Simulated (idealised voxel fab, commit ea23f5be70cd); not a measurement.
Proc. module: voxel capacitor over wiring
FYI the section here is cut, 285 nm wide, cells are 5 nm squares.
For the purposes of this document, a cross-section shall be understood as a grid of square cells, specified as bands listed in top-to-bottom order, each band consisting of one or more rows of cells.
What a band's entry tells you: where the top is and where the bottom is, as heights in nm, and after that what lies inside, material by material from left to right, each with its width in nm. Empty space is written as the word "blank", and a single material marked with the word "all across" occupies the band from edge to edge.
Ref level 0: as-received wafer is one material below here. Bottom band extends down with no lower bound ("0 nm and below").
A width given as "30 to 40" starts at the first number in the band's top row and ends at the second number in its bottom row, shifting by an equal amount at every step from row to row.
When a step is marked "left unchanged", none of the cells in the cross-section changed during that step.
Listed in "Non-vented voids": every empty space of 8 or more cells without an open way to the top. Form: width x height at distance, the distance being from the left edge, all in nm.
What comes after the settings on a step's line is commentary from the simulator itself on that step.
overlay nm: where the mask lay relative to plan, measured to the right, on steps with a mask; negatives go left.
[The following list gives the planned process steps]
| 1 | RECEIVE: material Si |
| 2 | CONFORMAL_DEP: material SiO2, thk nm 10 |
| 3 | CONFORMAL_DEP: material SiN, thk nm 5 |
| 4 | DIRECTIONAL_DEP: material SiO2, thk nm 20 |
| 5 | MASKED_ETCH: tone open, mask id METAL_1, width nm 30, pitch nm 90, etch materials SiO2, depth nm 20, overlay nm 0 |
| 6 | MASKED_ETCH: tone open, mask id METAL_1, width nm 30, pitch nm 90, etch materials SiN, depth nm 5, overlay nm 0 |
| 7 | CONFORMAL_DEP: material TiN, thk nm 5 |
| 8 | FILL_DEP: material W, thk nm 5 |
| 9 | CMP: height nm 30 |
| 10 | CONFORMAL_DEP: material SiCN, thk nm 5 |
| 11 | DIRECTIONAL_DEP: material SiO2, thk nm 15 |
| 12 | PATTERN: tone open, mask id PLUG_1, material resist, width nm 15, thk nm 15, overlay nm 0 |
| 13 | DIRECTIONAL_ETCH: etch materials SiO2, depth nm 15 |
| 14 | DIRECTIONAL_ETCH: etch materials SiCN, depth nm 5 |
| 15 | STRIP: etch materials resist |
| 16 | EPI: material Ru, thk nm 10 |
| 17 | EPI: material Ru, thk nm 10 |
| 18 | DIRECTIONAL_DEP: material TiN, thk nm 10 |
| 19 | DIRECTIONAL_DEP: material SiN, thk nm 5 |
| 20 | DIRECTIONAL_DEP: material TiN, thk nm 5 |
| 21 | DIRECTIONAL_DEP: material aC, thk nm 15 |
| 22 | PATTERN: tone cover, mask id UPPER_PLATE, material resist, width nm 65, thk nm 30, overlay nm 0 |
| 23 | DIRECTIONAL_ETCH: etch materials aC, depth nm 15 |
| 24 | STRIP: etch materials resist |
| 25 | DIRECTIONAL_ETCH: etch materials TiN, depth nm 5 |
| 26 | DIRECTIONAL_ETCH: etch materials SiN, depth nm 5 |
| 27 | STRIP: etch materials aC |
| 28 | DIRECTIONAL_DEP: material aC, thk nm 15 |
| 29 | PATTERN: tone cover, mask id LOWER_PLATE, material resist, width nm 75, thk nm 35, overlay nm 0 |
| 30 | DIRECTIONAL_ETCH: etch materials aC, depth nm 15 |
| 31 | STRIP: etch materials resist |
| 32 | DIRECTIONAL_ETCH: etch materials TiN, depth nm 10 |
| 33 | STRIP: etch materials aC |
| 34 | FILL_DEP: material SiO2, thk nm 15 |
| 35 | CMP: height nm 85 |
| 36 | DIRECTIONAL_DEP: material aC, thk nm 15 |
| 37 | PATTERN: tone open, mask id PLUG_2, material resist, width nm 15, thk nm 35, overlay nm 0 |
| 38 | DIRECTIONAL_ETCH: etch materials aC, depth nm 15 |
| 39 | STRIP: etch materials resist |
| 40 | DIRECTIONAL_ETCH: etch materials SiO2, depth nm 10 |
| 41 | STRIP: etch materials aC |
| 42 | CONFORMAL_DEP: material TiN, thk nm 5 |
| 43 | FILL_DEP: material Ru, thk nm 5 |
| 44 | CMP: height nm 85 |
| 45 | CONFORMAL_DEP: material SiN, thk nm 5 |
What sets these wafers apart? The height nm at step 9. They all start alike, and the plan carries the first wafer's value.
[Step 1 complete: as-received cross-section of the first of several wafers]
    0 nm and below: Si all across
    Non-vented voids: none
[Take a look at the first of several wafers in cross-section: the module is done, and step 45 was its last step]
    90 nm to 85 nm: SiN all across
    85 nm to 80 nm: 105 SiO2  5 TiN  5 Ru  5 TiN  165 SiO2
    80 nm to 75 nm: 105 SiO2  15 TiN  165 SiO2
    75 nm to 70 nm: SiO2 all across
    70 nm to 65 nm: 95 SiO2  65 TiN  125 SiO2
    65 nm to 60 nm: 95 SiO2  65 SiN  125 SiO2
    60 nm to 50 nm: 90 SiO2  75 TiN  120 SiO2
    50 nm to 35 nm: 95 SiO2  15 Ru  175 SiO2
    35 nm to 30 nm: 95 SiCN  15 Ru  175 SiCN
    30 nm to 15 nm: 80 SiO2  5 TiN  20 W  5 TiN  60 SiO2  5 TiN  20 W  5 TiN  85 SiO2
    15 nm to 10 nm: 80 SiN  30 TiN  60 SiN  30 TiN  85 SiN
    10 nm to 0 nm: SiO2 all across
    0 nm and below: Si all across
    Non-vented voids: none
[Cross-section at module completion, last wafer]
    90 nm to 85 nm: SiN all across
    85 nm to 80 nm: 95 SiO2  65 TiN  125 SiO2
    80 nm to 75 nm: 95 SiO2  65 SiN  125 SiO2
    75 nm to 65 nm: 90 SiO2  75 TiN  120 SiO2
    65 nm to 50 nm: 95 SiO2  15 Ru  175 SiO2
    50 nm to 45 nm: 95 SiCN  15 Ru  175 SiCN
    45 nm to 40 nm: W all across
    40 nm to 35 nm: 85 TiN  20 W  70 TiN  20 W  90 TiN
    35 nm to 15 nm: 80 SiO2  5 TiN  20 W  5 TiN  60 SiO2  5 TiN  20 W  5 TiN  85 SiO2
    15 nm to 10 nm: 80 SiN  30 TiN  60 SiN  30 TiN  85 SiN
    10 nm to 0 nm: SiO2 all across
    0 nm and below: Si all across
    Non-vented voids: none
[Wafer rows, end of module: cells per material gained (+) or lost (-) since receipt; closed voids last]
height nm 30, +13 Ru, +54 SiCN, +115 SiN, +748 SiO2, +72 TiN, +24 W, Non-vented voids: none
height nm 35, +13 Ru, +54 SiCN, +115 SiN, +736 SiO2, +76 TiN, +32 W, Non-vented voids: none
height nm 40, +12 Ru, +54 SiCN, +115 SiN, +682 SiO2, +123 TiN, +40 W, Non-vented voids: none
height nm 45, +12 Ru, +54 SiCN, +115 SiN, +628 SiO2, +120 TiN, +97 W, Non-vented voids: none
